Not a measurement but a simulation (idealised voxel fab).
Process module heading - voxel transistor to metal
Pictured: cross-section cut, 270 nm wide, on a grid of 5 nm square cells.
Square cells in a grid make up a cross-section in this document, and the grid is given as bands, listed from the top down, each one or more rows of cells. In this notation a band is specified by the heights of its top and bottom, in that order and in nm, after which its materials appear from left to right, each paired with its width in nm. The word "everywhere" attached to a single material means that material fills the band from edge to edge; the word "empty" stands for empty space. Counting heights begins at 0, where everything beneath is, in the wafer as received, one material. The lowest band has no bottom; it goes on downwards, as "z 0 and below" shows. Width spec "30 to 40" -> top row of cells at first value, bottom row at second value, equal per-row change in between. The designation "remained unchanged", where it is given for a processing step, indicates that no cell of the cross-section was altered in the course of that step. "Closed internal voids" contains a list of empty spaces, each no smaller than 8 cells and without an open way to the top, written in the form width x height at distance with the distance from the left edge and all three in nm. It should be noted that, on the line of a given step, the content following the step's settings is a remark produced by the simulator itself with respect to that step. overlay nm: right-of-plan distance of the mask on a masked step; negative values mean left-of-plan.
[The process steps that were planned are listed below]
1. RECEIVE,material Si
2. CONFORMAL_DEP,material SiO2,thk nm 5
3. CONFORMAL_DEP,material SiN,thk nm 10
4. DIRECTIONAL_DEP,material aC,thk nm 15
5. PATTERN,tone cover,mask id ACTIVE,material resist,width nm 105,pitch nm 135,thk nm 30,overlay nm 0
6. DIRECTIONAL_ETCH,etch materials aC,depth nm 15
7. STRIP,etch materials resist
8. DIRECTIONAL_ETCH,etch materials SiN,depth nm 10
9. DIRECTIONAL_ETCH,etch materials SiO2,depth nm 5
10. DIRECTIONAL_ETCH,etch materials Si,depth nm 30
11. STRIP,etch materials aC
12. FILL_DEP,material SiO2,thk nm 10
13. CMP,height nm 15
14. SELECTIVE_ETCH,etch materials SiO2,depth nm 10
15. STRIP,etch materials SiN
16. SELECTIVE_ETCH,etch materials SiO2,depth nm 5
17. OXIDIZE,depth nm 5
18. DIRECTIONAL_DEP,material polySi,thk nm 25
19. DIRECTIONAL_DEP,material SiCN,thk nm 15
20. MASKED_ETCH,tone cover,mask id GATE,width nm 15,pitch nm 135,etch materials SiCN,depth nm 25,overlay nm 0
21. MASKED_ETCH,tone cover,mask id GATE,width nm 15,pitch nm 135,etch materials polySi,depth nm 35,overlay nm 0
22. CONFORMAL_DEP,material SiN,thk nm 5
23. DIRECTIONAL_ETCH,etch materials SiN,depth nm 5
24. DIRECTIONAL_ETCH,etch materials SiO2,depth nm 5
25. DIRECTIONAL_ETCH,etch materials Si,depth nm 15
26. EPI,material pSi,thk nm 20
27. FILL_DEP,material SiO2,thk nm 5
28. CMP,height nm 40
29. DIRECTIONAL_DEP,material SiO2,thk nm 15
30. DIRECTIONAL_DEP,material aC,thk nm 10
31. PATTERN,tone open,mask id CONTACT,material resist,width nm 25,thk nm 30,overlay nm 0
32. DIRECTIONAL_ETCH,etch materials aC,depth nm 10
33. STRIP,etch materials resist
34. DIRECTIONAL_ETCH,etch materials SiO2,depth nm 55
35. STRIP,etch materials aC
36. CONFORMAL_DEP,material TiN,thk nm 5
37. FILL_DEP,material W,thk nm 5
38. CMP,height nm 55
39. DIRECTIONAL_DEP,material TiN,thk nm 5
40. DIRECTIONAL_DEP,material W,thk nm 20
41. MASKED_ETCH,tone cover,mask id METAL_1,width nm 20,etch materials W,depth nm 20,overlay nm 0
42. MASKED_ETCH,tone cover,mask id METAL_1,width nm 20,etch materials TiN,depth nm 5,overlay nm 0
43. CONFORMAL_DEP,material SiN,thk nm 5
44. FILL_DEP,material SiO2,thk nm 5
45. CMP,height nm 80
46. CONFORMAL_DEP,material SiCN,thk nm 5
47. DIRECTIONAL_DEP,material lowk,thk nm 35
48. DIRECTIONAL_DEP,material aC,thk nm 15
49. PATTERN,tone open,mask id METAL_2_HOLES,material resist,width nm 15,pitch nm 135,thk nm 35,overlay nm 0
50. DIRECTIONAL_ETCH,etch materials aC,depth nm 15
51. STRIP,etch materials resist
52. DIRECTIONAL_ETCH,etch materials lowk,depth nm 35
53. STRIP,etch materials aC
54. DIRECTIONAL_DEP,material aC,thk nm 10
55. PATTERN,tone open,mask id METAL_2,material resist,width nm 20,pitch nm 135,thk nm 30,overlay nm 0
56. DIRECTIONAL_ETCH,etch materials aC,depth nm 10
57. STRIP,etch materials resist
58. DIRECTIONAL_ETCH,etch materials lowk,depth nm 20
59. DIRECTIONAL_ETCH,etch materials SiCN,depth nm 5
60. STRIP,etch materials aC
61. CONFORMAL_DEP,material TiN,thk nm 5
62. FILL_DEP,material Cu,thk nm 5
63. CMP,height nm 120
64. CONFORMAL_DEP,material SiCN,thk nm 5
It is noted that the wafers described herein are identical at the outset and are distinguished by the width nm of step 31; the value stated in the plan corresponds to the first wafer.
[This is how the first of several wafers looked in cross-section when it arrived, which is after step 1]
> z 0 and below = Si everywhere
> Closed internal voids: none
[The rows of the table below are wafers. Looking at the end of the module, a row counts, for every material, the cells the wafer has gained, shown as (+), or lost, shown as (-), since it was received; its closed voids come next]
width nm 25, +20 Cu, -210 Si, +120 SiCN, +102 SiN, +480 SiO2, +152 TiN, +148 W, +328 lowk, +180 pSi, +30 polySi, Closed internal voids: none
width nm 30, +20 Cu, -210 Si, +120 SiCN, +102 SiN, +442 SiO2, +156 TiN, +182 W, +328 lowk, +180 pSi, +30 polySi, Closed internal voids: none
width nm 35, +20 Cu, -210 Si, +120 SiCN, +102 SiN, +404 SiO2, +160 TiN, +216 W, +328 lowk, +180 pSi, +30 polySi, Closed internal voids: none
width nm 40, +20 Cu, -210 Si, +120 SiCN, +102 SiN, +376 SiO2, +164 TiN, +240 W, +328 lowk, +180 pSi, +30 polySi, Closed internal voids: none
width nm 45, +20 Cu, -210 Si, +120 SiCN, +102 SiN, +348 SiO2, +168 TiN, +264 W, +328 lowk, +180 pSi, +30 polySi, Closed internal voids: none
